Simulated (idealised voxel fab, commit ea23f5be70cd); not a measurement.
The process module that follows is named voxel transistor to metal.
Cross-section cut: width 200 nm, square cells of 5 nm.
If you're reading a cross-section in this doc, picture square cells in a grid; it comes to you as bands, top ones listed first down to the bottom, and a band can be one or more rows of cells.
This entry defines a band. It first specifies the height of the band's top and the height of its bottom in nm, and then specifies the band's materials from left to right, stating each material with its width in nm. The word "everywhere" identifies a single material that fills the band from edge to edge, while the word "air" identifies empty space.
Beneath 0, the wafer as received is one material, and that level is where height counting begins. The lowest band goes on downward without a bottom; it is written like "0..down".
The notation "30..40" denotes a width that varies across the rows of cells in the band, beginning at the first number in the top row, finishing at the second number in the bottom row, and changing by an identical amount from each row to the next.
Basically "identical to before" means that step didn't change any cell in the cross-section.
In "Unvented voids" the enclosed voids are listed, meaning empty spaces of 8 cells or larger without any opening to the top. The form is width x height at distance, distance from the left edge, units nm.
On each step's line, the part that comes after the settings is the simulator's own comment on the step.
Among the settings permitted on a step's line is "overlay nm"; applied to a step with a mask, it specifies the extent to which the mask lay to the right of its planned position, whereas a negative figure signifies a position to the left.
Each pair of cross-sections that follows straddles one process step: the one shows the state before the step, the other the state after it, down to the lowest band that changed and no further. The step in question, and its settings, are given under the pair. Note that a pair is not necessarily a continuation of the pair above it, since pairs can come from different runs of this module on the same starting wafer; it is a continuation only where its entry headed "Pre-process state" says so.
### Pre-process state
    45..40: TiN 60 nm, air 5 nm, TiN 70 nm, air 5 nm, TiN 60 nm
    40..30: SiO2 55 nm, TiN 5 nm, air 5 nm, TiN 5 nm, SiO2 60 nm, TiN 5 nm, air 5 nm, TiN 5 nm, SiO2 55 nm
    30..20: SiO2 55 nm, TiN 5 nm, air 5 nm, TiN 5 nm, SiO2 15 nm, SiN 5 nm, SiCN 20 nm, SiN 5 nm, SiO2 15 nm, TiN 5 nm, air 5 nm, TiN 5 nm, SiO2 55 nm
    20..10: SiO2 55 nm, TiN 5 nm, air 5 nm, TiN 5 nm, SiO2 15 nm, SiN 5 nm, polySi 20 nm, SiN 5 nm, SiO2 15 nm, TiN 5 nm, air 5 nm, TiN 5 nm, SiO2 55 nm
    10..5: SiO2 40 nm, SiN 5 nm, SiO2 10 nm, TiN 5 nm, air 5 nm, TiN 5 nm, SiO2 15 nm, SiN 5 nm, polySi 20 nm, SiN 5 nm, SiO2 15 nm, TiN 5 nm, air 5 nm, TiN 5 nm, SiO2 10 nm, SiN 5 nm, SiO2 40 nm
    5..0: SiO2 40 nm, SiN 5 nm, SiO2 10 nm, TiN 5 nm, air 5 nm, TiN 5 nm, SiO2 5 nm, SiGe 10 nm, SiN 5 nm, polySi 20 nm, SiN 5 nm, SiGe 10 nm, SiO2 5 nm, TiN 5 nm, air 5 nm, TiN 5 nm, SiO2 10 nm, SiN 5 nm, SiO2 40 nm
    0..-5: SiO2 55 nm, TiN 15 nm, SiO2 5 nm, SiGe 10 nm, SiO2 30 nm, SiGe 10 nm, SiO2 5 nm, TiN 15 nm, SiO2 55 nm
    -5..-15: SiO2 45 nm, SiGe 40 nm, Si 30 nm, SiGe 40 nm, SiO2 45 nm
    -15..-60: SiO2 45 nm, Si 110 nm, SiO2 45 nm
    -60..down: Si everywhere
    Unvented voids: none
### Resultant Cross-Section
    55..45: W everywhere
    45..40: TiN 60 nm, W 5 nm, TiN 70 nm, W 5 nm, TiN 60 nm
    40..30: SiO2 55 nm, TiN 5 nm, W 5 nm, TiN 5 nm, SiO2 60 nm, TiN 5 nm, W 5 nm, TiN 5 nm, SiO2 55 nm
    30..20: SiO2 55 nm, TiN 5 nm, W 5 nm, TiN 5 nm, SiO2 15 nm, SiN 5 nm, SiCN 20 nm, SiN 5 nm, SiO2 15 nm, TiN 5 nm, W 5 nm, TiN 5 nm, SiO2 55 nm
    20..10: SiO2 55 nm, TiN 5 nm, W 5 nm, TiN 5 nm, SiO2 15 nm, SiN 5 nm, polySi 20 nm, SiN 5 nm, SiO2 15 nm, TiN 5 nm, W 5 nm, TiN 5 nm, SiO2 55 nm
    10..5: SiO2 40 nm, SiN 5 nm, SiO2 10 nm, TiN 5 nm, W 5 nm, TiN 5 nm, SiO2 15 nm, SiN 5 nm, polySi 20 nm, SiN 5 nm, SiO2 15 nm, TiN 5 nm, W 5 nm, TiN 5 nm, SiO2 10 nm, SiN 5 nm, SiO2 40 nm
    5..0: SiO2 40 nm, SiN 5 nm, SiO2 10 nm, TiN 5 nm, W 5 nm, TiN 5 nm, SiO2 5 nm, SiGe 10 nm, SiN 5 nm, polySi 20 nm, SiN 5 nm, SiGe 10 nm, SiO2 5 nm, TiN 5 nm, W 5 nm, TiN 5 nm, SiO2 10 nm, SiN 5 nm, SiO2 40 nm
    Whatever lies below 0 is exactly as it was before.
    Unvented voids: none
Processing between the before and after sections above: op FILL_DEP | material W | thk nm 10
Pre-process state: Reference is made to the cross-section shown after the step in the pair directly above, which represents the state prior to this step.
### Resultant Cross-Section
    40..30: SiO2 55 nm, TiN 5 nm, W 5 nm, TiN 5 nm, SiO2 60 nm, TiN 5 nm, W 5 nm, TiN 5 nm, SiO2 55 nm
    Whatever lies below 30 is exactly as it was before.
    Unvented voids: none
Processing between the before and after sections above: op CMP | height nm 40
Pre-process state: Reference is made to the cross-section shown after the step in the pair directly above, which represents the state prior to this step.
### Resultant Cross-Section
    45..40: SiCN everywhere
    Whatever lies below 40 is exactly as it was before.
    Unvented voids: none
Processing between the before and after sections above: op CONFORMAL_DEP | material SiCN | thk nm 5
Pre-process state: Reference is made to the cross-section shown after the step in the pair directly above, which represents the state prior to this step.
### Resultant Cross-Section
    65..45: lowk everywhere
    Whatever lies below 45 is exactly as it was before.
    Unvented voids: none
Processing between the before and after sections above: op DIRECTIONAL_DEP | material lowk | thk nm 20
Pre-process state: Reference is made to the cross-section shown after the step in the pair directly above, which represents the state prior to this step.
### Resultant Cross-Section
    65..45: lowk 55 nm, air 15 nm, lowk 60 nm, air 15 nm, lowk 55 nm
    Whatever lies below 45 is exactly as it was before.
    Unvented voids: none
Processing between the before and after sections above: op MASKED_ETCH | tone open | mask id METAL_1 | width nm 15 | pitch nm 75 | etch materials lowk | depth nm 20 | overlay nm 0
Pre-process state: Reference is made to the cross-section shown after the step in the pair directly above, which represents the state prior to this step.
### Resultant Cross-Section
    65..45: lowk 55 nm, air 15 nm, lowk 60 nm, air 15 nm, lowk 55 nm
    45..40: SiCN 55 nm, air 15 nm, SiCN 60 nm, air 15 nm, SiCN 55 nm
    Whatever lies below 40 is exactly as it was before.
    Unvented voids: none
Processing between the before and after sections above: op MASKED_ETCH | tone open | mask id METAL_1 | width nm 15 | pitch nm 75 | etch materials SiCN | depth nm 5 | overlay nm 0
Pre-process state: Reference is made to the cross-section shown after the step in the pair directly above, which represents the state prior to this step.
### Resultant Cross-Section
    70..65: TiN 60 nm, air 5 nm, TiN 70 nm, air 5 nm, TiN 60 nm
    65..45: lowk 55 nm, TiN 5 nm, air 5 nm, TiN 5 nm, lowk 60 nm, TiN 5 nm, air 5 nm, TiN 5 nm, lowk 55 nm
    45..40: SiCN 55 nm, TiN 15 nm, SiCN 60 nm, TiN 15 nm, SiCN 55 nm
    Whatever lies below 40 is exactly as it was before.
    Unvented voids: none
Processing between the before and after sections above: op CONFORMAL_DEP | material TiN | thk nm 5
Pre-process state: Reference is made to the cross-section shown after the step in the pair directly above, which represents the state prior to this step.
### Resultant Cross-Section
    75..70: Cu everywhere
    70..65: TiN 60 nm, Cu 5 nm, TiN 70 nm, Cu 5 nm, TiN 60 nm
    65..45: lowk 55 nm, TiN 5 nm, Cu 5 nm, TiN 5 nm, lowk 60 nm, TiN 5 nm, Cu 5 nm, TiN 5 nm, lowk 55 nm
    Whatever lies below 45 is exactly as it was before.
    Unvented voids: none
Processing between the before and after sections above: op FILL_DEP | material Cu | thk nm 5
Pre-process state: Reference is made to the cross-section shown after the step in the pair directly above, which represents the state prior to this step.
### Resultant Cross-Section
    65..45: lowk 55 nm, TiN 5 nm, Cu 5 nm, TiN 5 nm, lowk 60 nm, TiN 5 nm, Cu 5 nm, TiN 5 nm, lowk 55 nm
    Whatever lies below 45 is exactly as it was before.
    Unvented voids: none
Processing between the before and after sections above: op CMP | height nm 65
Pre-process state: Reference is made to the cross-section shown after the step in the pair directly above, which represents the state prior to this step.
### Resultant Cross-Section
    70..65: air 50 nm, Ru 25 nm, air 50 nm, Ru 25 nm, air 50 nm
    Whatever lies below 65 is exactly as it was before.
    Unvented voids: none
Processing between the before and after sections above: op EPI | material Ru | thk nm 5
Pre-process state: Reference is made to the cross-section shown after the step in the pair directly above, which represents the state prior to this step.
### Resultant Cross-Section
    75..70: SiCN everywhere
    70..65: SiCN 50 nm, Ru 25 nm, SiCN 50 nm, Ru 25 nm, SiCN 50 nm
    Whatever lies below 65 is exactly as it was before.
    Unvented voids: none
Processing between the before and after sections above: op FILL_DEP | material SiCN | thk nm 5
### Pre-process state
    20..15: air 45 nm, SiN 110 nm, air 45 nm
    15..5: SiO2 45 nm, SiN 110 nm, SiO2 45 nm
    5..0: SiO2 everywhere
    0..-30: SiO2 45 nm, Si 110 nm, SiO2 45 nm
    -30..down: Si everywhere
    Unvented voids: none
### Resultant Cross-Section
    20..10: air 45 nm, SiN 110 nm, air 45 nm
    Whatever lies below 10 is exactly as it was before.
    Unvented voids: none
Processing between the before and after sections above: op SELECTIVE_ETCH | etch materials SiO2 | depth nm 5
Pre-process state: Reference is made to the cross-section shown after the step in the pair directly above, which represents the state prior to this step.
### Resultant Cross-Section
    10..5: SiO2 45 nm, air 110 nm, SiO2 45 nm
    Whatever lies below 5 is exactly as it was before.
    Unvented voids: none
Processing between the before and after sections above: op STRIP | etch materials SiN
Pre-process state: Reference is made to the cross-section shown after the step in the pair directly above, which represents the state prior to this step.
### Resultant Cross-Section
    30..25: polySi 45 nm, air 110 nm, polySi 45 nm
    25..10: polySi everywhere
    10..5: SiO2 45 nm, polySi 110 nm, SiO2 45 nm
    Whatever lies below 5 is exactly as it was before.
    Unvented voids: none
Processing between the before and after sections above: op DIRECTIONAL_DEP | material polySi | thk nm 20
Pre-process state: Reference is made to the cross-section shown after the step in the pair directly above, which represents the state prior to this step.
### Resultant Cross-Section
    40..35: SiCN 45 nm, air 110 nm, SiCN 45 nm
    35..30: SiCN everywhere
    30..25: polySi 45 nm, SiCN 110 nm, polySi 45 nm
    Whatever lies below 25 is exactly as it was before.
    Unvented voids: none
Processing between the before and after sections above: op DIRECTIONAL_DEP | material SiCN | thk nm 10
Pre-process state: Reference is made to the cross-section shown after the step in the pair directly above, which represents the state prior to this step.
### Resultant Cross-Section
    60..40: air 90 nm, resist 20 nm, air 90 nm
    40..35: SiCN 45 nm, air 45 nm, resist 20 nm, air 45 nm, SiCN 45 nm
    Whatever lies below 35 is exactly as it was before.
    Unvented voids: none
Processing between the before and after sections above: op PATTERN | tone cover | mask id GATE | material resist | width nm 20 | thk nm 20 | overlay nm 0
Pre-process state: Reference is made to the cross-section shown after the step in the pair directly above, which represents the state prior to this step.
### Resultant Cross-Section
    60..35: air 90 nm, resist 20 nm, air 90 nm
    35..30: air 90 nm, SiCN 20 nm, air 90 nm
    30..25: polySi 45 nm, air 45 nm, SiCN 20 nm, air 45 nm, polySi 45 nm
    Whatever lies below 25 is exactly as it was before.
    Unvented voids: none
Processing between the before and after sections above: op DIRECTIONAL_ETCH | etch materials SiCN | depth nm 20
Pre-process state: Reference is made to the cross-section shown after the step in the pair directly above, which represents the state prior to this step.
### Resultant Cross-Section
    60..35: air 90 nm, resist 20 nm, air 90 nm
    35..25: air 90 nm, SiCN 20 nm, air 90 nm
    25..10: air 90 nm, polySi 20 nm, air 90 nm
    10..5: SiO2 45 nm, air 45 nm, polySi 20 nm, air 45 nm, SiO2 45 nm
    Whatever lies below 5 is exactly as it was before.
    Unvented voids: none
Processing between the before and after sections above: op DIRECTIONAL_ETCH | etch materials polySi | depth nm 30
Pre-process state: Reference is made to the cross-section shown after the step in the pair directly above, which represents the state prior to this step.
### Resultant Cross-Section
    35..25: air 90 nm, SiCN 20 nm, air 90 nm
    Whatever lies below 25 is exactly as it was before.
    Unvented voids: none
Processing between the before and after sections above: op STRIP | etch materials resist
Pre-process state: Reference is made to the cross-section shown after the step in the pair directly above, which represents the state prior to this step.
### Resultant Cross-Section
    40..35: air 85 nm, SiN 30 nm, air 85 nm
    35..25: air 85 nm, SiN 5 nm, SiCN 20 nm, SiN 5 nm, air 85 nm
    25..15: air 85 nm, SiN 5 nm, polySi 20 nm, SiN 5 nm, air 85 nm
    15..10: SiN 50 nm, air 35 nm, SiN 5 nm, polySi 20 nm, SiN 5 nm, air 35 nm, SiN 50 nm
    10..5: SiO2 45 nm, SiN 45 nm, polySi 20 nm, SiN 45 nm, SiO2 45 nm
    Whatever lies below 5 is exactly as it was before.
    Unvented voids: none
Processing between the before and after sections above: op CONFORMAL_DEP | material SiN | thk nm 5
Pre-process state: Reference is made to the cross-section shown after the step in the pair directly above, which represents the state prior to this step.
### Resultant Cross-Section
    35..25: air 85 nm, SiN 5 nm, SiCN 20 nm, SiN 5 nm, air 85 nm
    25..10: air 85 nm, SiN 5 nm, polySi 20 nm, SiN 5 nm, air 85 nm
    10..5: SiO2 45 nm, SiN 5 nm, air 35 nm, SiN 5 nm, polySi 20 nm, SiN 5 nm, air 35 nm, SiN 5 nm, SiO2 45 nm
    Whatever lies below 5 is exactly as it was before.
    Unvented voids: none
Processing between the before and after sections above: op DIRECTIONAL_ETCH | etch materials SiN | depth nm 5
Pre-process state: Reference is made to the cross-section shown after the step in the pair directly above, which represents the state prior to this step.
### Resultant Cross-Section
    35..25: air 85 nm, SiN 5 nm, SiCN 20 nm, SiN 5 nm, air 85 nm
    25..10: air 85 nm, SiN 5 nm, polySi 20 nm, SiN 5 nm, air 85 nm
    10..5: air 45 nm, SiN 5 nm, air 35 nm, SiN 5 nm, polySi 20 nm, SiN 5 nm, air 35 nm, SiN 5 nm, air 45 nm
    5..0: SiO2 50 nm, air 35 nm, SiO2 30 nm, air 35 nm, SiO2 50 nm
    Whatever lies below 0 is exactly as it was before.
    Unvented voids: none
Processing between the before and after sections above: op DIRECTIONAL_ETCH | etch materials SiO2 | depth nm 5
Pre-process state: Reference is made to the cross-section shown after the step in the pair directly above, which represents the state prior to this step.
### Resultant Cross-Section
    35..25: air 85 nm, SiN 5 nm, SiCN 20 nm, SiN 5 nm, air 85 nm
    25..10: air 85 nm, SiN 5 nm, polySi 20 nm, SiN 5 nm, air 85 nm
    10..5: air 45 nm, SiN 5 nm, air 35 nm, SiN 5 nm, polySi 20 nm, SiN 5 nm, air 35 nm, SiN 5 nm, air 45 nm
    5..0: SiO2 50 nm, air 35 nm, SiO2 30 nm, air 35 nm, SiO2 50 nm
    0..-10: SiO2 45 nm, Si 5 nm, air 35 nm, Si 30 nm, air 35 nm, Si 5 nm, SiO2 45 nm
    Whatever lies below -10 is exactly as it was before.
    Unvented voids: none
Processing between the before and after sections above: op DIRECTIONAL_ETCH | etch materials Si | depth nm 10
Pre-process state: Reference is made to the cross-section shown after the step in the pair directly above, which represents the state prior to this step.
### Resultant Cross-Section
    35..25: air 85 nm, SiN 5 nm, SiCN 20 nm, SiN 5 nm, air 85 nm
    25..10: air 85 nm, SiN 5 nm, polySi 20 nm, SiN 5 nm, air 85 nm
    10..5: air 45 nm, SiN 5 nm, SiGe 10 nm, air 15 nm, SiGe 10 nm, SiN 5 nm, polySi 20 nm, SiN 5 nm, SiGe 10 nm, air 15 nm, SiGe 10 nm, SiN 5 nm, air 45 nm
    5..0: SiO2 50 nm, SiGe 10 nm, air 15 nm, SiGe 10 nm, SiO2 30 nm, SiGe 10 nm, air 15 nm, SiGe 10 nm, SiO2 50 nm
    0..-10: SiO2 45 nm, Si 5 nm, SiGe 35 nm, Si 30 nm, SiGe 35 nm, Si 5 nm, SiO2 45 nm
    Whatever lies below -10 is exactly as it was before.
    Unvented voids: none
Processing between the before and after sections above: op EPI | material SiGe | thk nm 10
Pre-process state: Reference is made to the cross-section shown after the step in the pair directly above, which represents the state prior to this step.
### Resultant Cross-Section
    45..35: SiO2 everywhere
    35..25: SiO2 85 nm, SiN 5 nm, SiCN 20 nm, SiN 5 nm, SiO2 85 nm
    25..10: SiO2 85 nm, SiN 5 nm, polySi 20 nm, SiN 5 nm, SiO2 85 nm
    10..5: SiO2 45 nm, SiN 5 nm, SiGe 10 nm, SiO2 15 nm, SiGe 10 nm, SiN 5 nm, polySi 20 nm, SiN 5 nm, SiGe 10 nm, SiO2 15 nm, SiGe 10 nm, SiN 5 nm, SiO2 45 nm
    5..0: SiO2 50 nm, SiGe 10 nm, SiO2 15 nm, SiGe 10 nm, SiO2 30 nm, SiGe 10 nm, SiO2 15 nm, SiGe 10 nm, SiO2 50 nm
    Whatever lies below 0 is exactly as it was before.
    Unvented voids: none
Processing between the before and after sections above: op FILL_DEP | material SiO2 | thk nm 10
Pre-process state: Reference is made to the cross-section shown after the step in the pair directly above, which represents the state prior to this step.
### Resultant Cross-Section
    30..25: SiO2 85 nm, SiN 5 nm, SiCN 20 nm, SiN 5 nm, SiO2 85 nm
    Whatever lies below 25 is exactly as it was before.
    Unvented voids: none
Processing between the before and after sections above: op CMP | height nm 30
Pre-process state: Reference is made to the cross-section shown after the step in the pair directly above, which represents the state prior to this step.
### Resultant Cross-Section
    40..30: SiO2 everywhere
    Whatever lies below 30 is exactly as it was before.
    Unvented voids: none
Processing between the before and after sections above: op DIRECTIONAL_DEP | material SiO2 | thk nm 10
Pre-process state: Reference is made to the cross-section shown after the step in the pair directly above, which represents the state prior to this step.
### Resultant Cross-Section
    40..30: SiO2 55 nm, air 15 nm, SiO2 60 nm, air 15 nm, SiO2 55 nm
    30..25: SiO2 55 nm, air 15 nm, SiO2 15 nm, SiN 5 nm, SiCN 20 nm, SiN 5 nm, SiO2 15 nm, air 15 nm, SiO2 55 nm
    25..10: SiO2 55 nm, air 15 nm, SiO2 15 nm, SiN 5 nm, polySi 20 nm, SiN 5 nm, SiO2 15 nm, air 15 nm, SiO2 55 nm
    10..5: SiO2 45 nm, SiN 5 nm, SiGe 10 nm, air 10 nm, SiO2 5 nm, SiGe 10 nm, SiN 5 nm, polySi 20 nm, SiN 5 nm, SiGe 10 nm, SiO2 5 nm, air 10 nm, SiGe 10 nm, SiN 5 nm, SiO2 45 nm
    5..0: SiO2 50 nm, SiGe 10 nm, air 10 nm, SiO2 5 nm, SiGe 10 nm, SiO2 30 nm, SiGe 10 nm, SiO2 5 nm, air 10 nm, SiGe 10 nm, SiO2 50 nm
    Whatever lies below 0 is exactly as it was before.
    Unvented voids: none
Processing between the before and after sections above: op MASKED_ETCH | tone open | mask id CONTACT | width nm 15 | pitch nm 75 | etch materials SiO2 | depth nm 45 | overlay nm 0
Pre-process state: Reference is made to the cross-section shown after the step in the pair directly above, which represents the state prior to this step.
### Resultant Cross-Section
    45..40: TiN 60 nm, air 5 nm, TiN 70 nm, air 5 nm, TiN 60 nm
    40..30: SiO2 55 nm, TiN 5 nm, air 5 nm, TiN 5 nm, SiO2 60 nm, TiN 5 nm, air 5 nm, TiN 5 nm, SiO2 55 nm
    30..25: SiO2 55 nm, TiN 5 nm, air 5 nm, TiN 5 nm, SiO2 15 nm, SiN 5 nm, SiCN 20 nm, SiN 5 nm, SiO2 15 nm, TiN 5 nm, air 5 nm, TiN 5 nm, SiO2 55 nm
    25..15: SiO2 55 nm, TiN 5 nm, air 5 nm, TiN 5 nm, SiO2 15 nm, SiN 5 nm, polySi 20 nm, SiN 5 nm, SiO2 15 nm, TiN 5 nm, air 5 nm, TiN 5 nm, SiO2 55 nm
    15..10: SiO2 55 nm, TiN 15 nm, SiO2 15 nm, SiN 5 nm, polySi 20 nm, SiN 5 nm, SiO2 15 nm, TiN 15 nm, SiO2 55 nm
    10..5: SiO2 45 nm, SiN 5 nm, SiGe 10 nm, TiN 10 nm, SiO2 5 nm, SiGe 10 nm, SiN 5 nm, polySi 20 nm, SiN 5 nm, SiGe 10 nm, SiO2 5 nm, TiN 10 nm, SiGe 10 nm, SiN 5 nm, SiO2 45 nm
    5..0: SiO2 50 nm, SiGe 10 nm, TiN 10 nm, SiO2 5 nm, SiGe 10 nm, SiO2 30 nm, SiGe 10 nm, SiO2 5 nm, TiN 10 nm, SiGe 10 nm, SiO2 50 nm
    Whatever lies below 0 is exactly as it was before.
    Unvented voids: none
Processing between the before and after sections above: op CONFORMAL_DEP | material TiN | thk nm 5
Pre-process state: Reference is made to the cross-section shown after the step in the pair directly above, which represents the state prior to this step.
### Resultant Cross-Section
    55..45: W everywhere
    45..40: TiN 60 nm, W 5 nm, TiN 70 nm, W 5 nm, TiN 60 nm
    40..30: SiO2 55 nm, TiN 5 nm, W 5 nm, TiN 5 nm, SiO2 60 nm, TiN 5 nm, W 5 nm, TiN 5 nm, SiO2 55 nm
    30..25: SiO2 55 nm, TiN 5 nm, W 5 nm, TiN 5 nm, SiO2 15 nm, SiN 5 nm, SiCN 20 nm, SiN 5 nm, SiO2 15 nm, TiN 5 nm, W 5 nm, TiN 5 nm, SiO2 55 nm
    25..15: SiO2 55 nm, TiN 5 nm, W 5 nm, TiN 5 nm, SiO2 15 nm, SiN 5 nm, polySi 20 nm, SiN 5 nm, SiO2 15 nm, TiN 5 nm, W 5 nm, TiN 5 nm, SiO2 55 nm
    Whatever lies below 15 is exactly as it was before.
    Unvented voids: none
Processing between the before and after sections above: op FILL_DEP | material W | thk nm 10
Pre-process state: Reference is made to the cross-section shown after the step in the pair directly above, which represents the state prior to this step.
### Resultant Cross-Section
    40..30: SiO2 55 nm, TiN 5 nm, W 5 nm, TiN 5 nm, SiO2 60 nm, TiN 5 nm, W 5 nm, TiN 5 nm, SiO2 55 nm
    Whatever lies below 30 is exactly as it was before.
    Unvented voids: none
Processing between the before and after sections above: op CMP | height nm 40
Pre-process state: Reference is made to the cross-section shown after the step in the pair directly above, which represents the state prior to this step.
### Resultant Cross-Section
    45..40: SiCN everywhere
    Whatever lies below 40 is exactly as it was before.
    Unvented voids: none
Processing between the before and after sections above: op CONFORMAL_DEP | material SiCN | thk nm 5
Pre-process state: Reference is made to the cross-section shown after the step in the pair directly above, which represents the state prior to this step.
### Resultant Cross-Section
    65..45: lowk everywhere
    Whatever lies below 45 is exactly as it was before.
    Unvented voids: none
Processing between the before and after sections above: op DIRECTIONAL_DEP | material lowk | thk nm 20
Pre-process state: Reference is made to the cross-section shown after the step in the pair directly above, which represents the state prior to this step.
### Resultant Cross-Section
    65..45: lowk 55 nm, air 15 nm, lowk 60 nm, air 15 nm, lowk 55 nm
    Whatever lies below 45 is exactly as it was before.
    Unvented voids: none
Processing between the before and after sections above: op MASKED_ETCH | tone open | mask id METAL_1 | width nm 15 | pitch nm 75 | etch materials lowk | depth nm 20 | overlay nm 0
Pre-process state: Reference is made to the cross-section shown after the step in the pair directly above, which represents the state prior to this step.
### Resultant Cross-Section
    65..45: lowk 55 nm, air 15 nm, lowk 60 nm, air 15 nm, lowk 55 nm
    45..40: SiCN 55 nm, air 15 nm, SiCN 60 nm, air 15 nm, SiCN 55 nm
    Whatever lies below 40 is exactly as it was before.
    Unvented voids: none
Processing between the before and after sections above: op MASKED_ETCH | tone open | mask id METAL_1 | width nm 15 | pitch nm 75 | etch materials SiCN | depth nm 5 | overlay nm 0
Pre-process state: Reference is made to the cross-section shown after the step in the pair directly above, which represents the state prior to this step.
### Resultant Cross-Section
    70..65: TiN 60 nm, air 5 nm, TiN 70 nm, air 5 nm, TiN 60 nm
    65..45: lowk 55 nm, TiN 5 nm, air 5 nm, TiN 5 nm, lowk 60 nm, TiN 5 nm, air 5 nm, TiN 5 nm, lowk 55 nm
    45..40: SiCN 55 nm, TiN 15 nm, SiCN 60 nm, TiN 15 nm, SiCN 55 nm
    Whatever lies below 40 is exactly as it was before.
    Unvented voids: none
Processing between the before and after sections above: op CONFORMAL_DEP | material TiN | thk nm 5
Pre-process state: Reference is made to the cross-section shown after the step in the pair directly above, which represents the state prior to this step.
### Resultant Cross-Section
    75..70: Cu everywhere
    70..65: TiN 60 nm, Cu 5 nm, TiN 70 nm, Cu 5 nm, TiN 60 nm
    65..45: lowk 55 nm, TiN 5 nm, Cu 5 nm, TiN 5 nm, lowk 60 nm, TiN 5 nm, Cu 5 nm, TiN 5 nm, lowk 55 nm
    Whatever lies below 45 is exactly as it was before.
    Unvented voids: none
Processing between the before and after sections above: op FILL_DEP | material Cu | thk nm 5
Pre-process state: Reference is made to the cross-section shown after the step in the pair directly above, which represents the state prior to this step.
### Resultant Cross-Section
    65..45: lowk 55 nm, TiN 5 nm, Cu 5 nm, TiN 5 nm, lowk 60 nm, TiN 5 nm, Cu 5 nm, TiN 5 nm, lowk 55 nm
    Whatever lies below 45 is exactly as it was before.
    Unvented voids: none
Processing between the before and after sections above: op CMP | height nm 65
Pre-process state: Reference is made to the cross-section shown after the step in the pair directly above, which represents the state prior to this step.
### Resultant Cross-Section
    70..65: air 50 nm, Ru 25 nm, air 50 nm, Ru 25 nm, air 50 nm
    Whatever lies below 65 is exactly as it was before.
    Unvented voids: none
Processing between the before and after sections above: op EPI | material Ru | thk nm 5
Pre-process state: Reference is made to the cross-section shown after the step in the pair directly above, which represents the state prior to this step.
### Resultant Cross-Section
    75..70: SiCN everywhere
    70..65: SiCN 50 nm, Ru 25 nm, SiCN 50 nm, Ru 25 nm, SiCN 50 nm
    Whatever lies below 65 is exactly as it was before.
    Unvented voids: none
Processing between the before and after sections above: op FILL_DEP | material SiCN | thk nm 5
### Pre-process state
    70..65: air 50 nm, Ru 25 nm, air 50 nm, Ru 25 nm, air 50 nm
    65..45: lowk 55 nm, TiN 5 nm, Cu 5 nm, TiN 5 nm, lowk 60 nm, TiN 5 nm, Cu 5 nm, TiN 5 nm, lowk 55 nm
    45..40: SiCN 55 nm, TiN 15 nm, SiCN 60 nm, TiN 15 nm, SiCN 55 nm
    40..30: SiO2 55 nm, TiN 5 nm, W 5 nm, TiN 5 nm, SiO2 60 nm, TiN 5 nm, W 5 nm, TiN 5 nm, SiO2 55 nm
    30..20: SiO2 55 nm, TiN 5 nm, W 5 nm, TiN 5 nm, SiO2 15 nm, SiN 5 nm, SiCN 20 nm, SiN 5 nm, SiO2 15 nm, TiN 5 nm, W 5 nm, TiN 5 nm, SiO2 55 nm
    20..10: SiO2 55 nm, TiN 5 nm, W 5 nm, TiN 5 nm, SiO2 15 nm, SiN 5 nm, polySi 20 nm, SiN 5 nm, SiO2 15 nm, TiN 5 nm, W 5 nm, TiN 5 nm, SiO2 55 nm
    10..5: SiO2 40 nm, SiN 5 nm, SiO2 10 nm, TiN 5 nm, W 5 nm, TiN 5 nm, SiO2 15 nm, SiN 5 nm, polySi 20 nm, SiN 5 nm, SiO2 15 nm, TiN 5 nm, W 5 nm, TiN 5 nm, SiO2 10 nm, SiN 5 nm, SiO2 40 nm
    5..0: SiO2 40 nm, SiN 5 nm, SiO2 10 nm, TiN 5 nm, W 5 nm, TiN 5 nm, SiO2 5 nm, SiGe 10 nm, SiN 5 nm, polySi 20 nm, SiN 5 nm, SiGe 10 nm, SiO2 5 nm, TiN 5 nm, W 5 nm, TiN 5 nm, SiO2 10 nm, SiN 5 nm, SiO2 40 nm
    0..-5: SiO2 55 nm, TiN 15 nm, SiO2 5 nm, SiGe 10 nm, SiO2 30 nm, SiGe 10 nm, SiO2 5 nm, TiN 15 nm, SiO2 55 nm
    -5..-15: SiO2 45 nm, SiGe 40 nm, Si 30 nm, SiGe 40 nm, SiO2 45 nm
    -15..-30: SiO2 45 nm, Si 110 nm, SiO2 45 nm
    -30..down: Si everywhere
    Unvented voids: none
### Resultant Cross-Section
    85..70: SiCN everywhere
    70..65: SiCN 50 nm, Ru 25 nm, SiCN 50 nm, Ru 25 nm, SiCN 50 nm
    Whatever lies below 65 is exactly as it was before.
    Unvented voids: none
Processing between the before and after sections above: op FILL_DEP | material SiCN | thk nm 15
### Pre-process state
    65..45: lowk everywhere
    45..40: SiCN everywhere
    40..30: SiO2 55 nm, TiN 5 nm, W 5 nm, TiN 5 nm, SiO2 60 nm, TiN 5 nm, W 5 nm, TiN 5 nm, SiO2 55 nm
    30..20: SiO2 55 nm, TiN 5 nm, W 5 nm, TiN 5 nm, SiO2 15 nm, SiN 5 nm, SiCN 20 nm, SiN 5 nm, SiO2 15 nm, TiN 5 nm, W 5 nm, TiN 5 nm, SiO2 55 nm
    20..10: SiO2 55 nm, TiN 5 nm, W 5 nm, TiN 5 nm, SiO2 15 nm, SiN 5 nm, polySi 20 nm, SiN 5 nm, SiO2 15 nm, TiN 5 nm, W 5 nm, TiN 5 nm, SiO2 55 nm
    10..5: SiO2 40 nm, SiN 5 nm, SiO2 10 nm, TiN 5 nm, W 5 nm, TiN 5 nm, SiO2 15 nm, SiN 5 nm, polySi 20 nm, SiN 5 nm, SiO2 15 nm, TiN 5 nm, W 5 nm, TiN 5 nm, SiO2 10 nm, SiN 5 nm, SiO2 40 nm
    5..0: SiO2 40 nm, SiN 5 nm, SiO2 10 nm, TiN 5 nm, W 5 nm, TiN 5 nm, SiO2 5 nm, SiGe 10 nm, SiN 5 nm, polySi 20 nm, SiN 5 nm, SiGe 10 nm, SiO2 5 nm, TiN 5 nm, W 5 nm, TiN 5 nm, SiO2 10 nm, SiN 5 nm, SiO2 40 nm
    0..-5: SiO2 55 nm, TiN 15 nm, SiO2 5 nm, SiGe 10 nm, SiO2 30 nm, SiGe 10 nm, SiO2 5 nm, TiN 15 nm, SiO2 55 nm
    -5..-15: SiO2 45 nm, SiGe 40 nm, Si 30 nm, SiGe 40 nm, SiO2 45 nm
    -15..-30: SiO2 45 nm, Si 110 nm, SiO2 45 nm
    -30..down: Si everywhere
    Unvented voids: none
### Resultant Cross-Section
    65..45: lowk 55 nm, air 20 nm, lowk 55 nm, air 20 nm, lowk 50 nm
    Whatever lies below 45 is exactly as it was before.
    Unvented voids: none
Processing between the before and after sections above: op MASKED_ETCH | tone open | mask id METAL_1 | width nm 20 | pitch nm 75 | etch materials lowk | depth nm 20 | overlay nm 0
